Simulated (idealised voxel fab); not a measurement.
process module | voxel capacitor over wiring
cross-section cut | 140 nm wide | cells 5 nm
A cross-section is a grid of square cells, given in bands from the top down. A band is one or more rows of cells.
Each band's line starts with the height of the band's top and of its bottom, in nm. Then come its materials from left to right, each with its width in nm. One material with "throughout" fills the band from edge to edge. "air" is empty space.
Height 0 is the level under which the wafer as received is all one material. The lowest band goes on downwards, as in "0 down".
A width such as "30 to 40" changes by the same amount from each row of cells to the next, from the band's top row to its bottom row.
"no change" after a step means that no cell of the cross-section changed.
closed voids: empty space of 8 cells or more with no open way to the top, each as width x height at its distance from the left edge, in nm
after a step's settings: what the simulator itself notes on the step
overlay nm, on a step with a mask: how far to the right of its planned place the mask lay; to the left if negative
plan
1 op RECEIVE | material Si
2 op CONFORMAL_DEP | material SiO2 | thk nm 15
3 op DIRECTIONAL_DEP | material TiN | thk nm 5
4 op DIRECTIONAL_DEP | material Ru | thk nm 15
5 op PATTERN | tone cover | mask id METAL_1 | material resist | width nm 25 | pitch nm 85 | thk nm 15 | overlay nm 0
6 op DIRECTIONAL_ETCH | etch materials Ru | depth nm 15
7 op DIRECTIONAL_ETCH | etch materials TiN | depth nm 5
8 op STRIP | etch materials resist
9 op FILL_DEP | material lowk | thk nm 10
10 op CMP | height nm 35
11 op CONFORMAL_DEP | material SiCN | thk nm 5
12 op DIRECTIONAL_DEP | material lowk | thk nm 20
13 op PATTERN | tone open | mask id PLUG_1 | material resist | width nm 15 | thk nm 15 | overlay nm 0
14 op DIRECTIONAL_ETCH | etch materials lowk | depth nm 20
15 op DIRECTIONAL_ETCH | etch materials SiCN | depth nm 5
16 op STRIP | etch materials resist
17 op EPI | material Ru | thk nm 10
18 op EPI | material Ru | thk nm 10
19 op EPI | material Ru | thk nm 5
20 op DIRECTIONAL_DEP | material TiN | thk nm 10
21 op DIRECTIONAL_DEP | material SiN | thk nm 5
22 op DIRECTIONAL_DEP | material TiN | thk nm 5
23 op MASKED_ETCH | tone cover | mask id UPPER_PLATE | width nm 65 | etch materials TiN | depth nm 5 | overlay nm 0
24 op MASKED_ETCH | tone cover | mask id UPPER_PLATE | width nm 65 | etch materials SiN | depth nm 5 | overlay nm 0
25 op MASKED_ETCH | tone cover | mask id LOWER_PLATE | width nm 75 | etch materials TiN | depth nm 10 | overlay nm 0
26 op FILL_DEP | material SiO2 | thk nm 15
27 op CMP | height nm 90
28 op MASKED_ETCH | tone open | mask id PLUG_2 | width nm 15 | etch materials SiO2 | depth nm 10 | overlay nm 0
29 op CONFORMAL_DEP | material TiN | thk nm 5
30 op FILL_DEP | material Ru | thk nm 10
31 op CMP | height nm 90
32 op CONFORMAL_DEP | material SiCN | thk nm 5
as received, after step 1
  0 down: Si throughout
  closed voids: none
a wafer at the end: this start, this plan, one mistake
  95 to 90: SiCN throughout
  90 to 85: SiO2 35 | TiN 15 | SiO2 90
  85 to 80: SiO2 25 | TiN 5 | SiO2 5 | TiN 55 | SiO2 50
  80 to 75: SiO2 25 | SiN 5 | TiN 5 | SiN 55 | SiO2 50
  75 to 70: Ru 30 | SiN 5 | Ru 105
  70 to 65: TiN 25 | Ru 15 | TiN 100
  65 to 60: TiN throughout
  60 to 55: lowk 25 | TiN 15 | lowk 100
  55 to 40: lowk 25 | Ru 15 | lowk 100
  40 to 35: SiCN 25 | Ru 15 | SiCN 100
  35 to 20: lowk 15 | Ru 25 | lowk 60 | Ru 25 | lowk 15
  20 to 15: lowk 15 | TiN 25 | lowk 60 | TiN 25 | lowk 15
  15 to 0: SiO2 throughout
  0 down: Si throughout
  closed voids: none
what went wrong: steps 19 and 20 were swapped
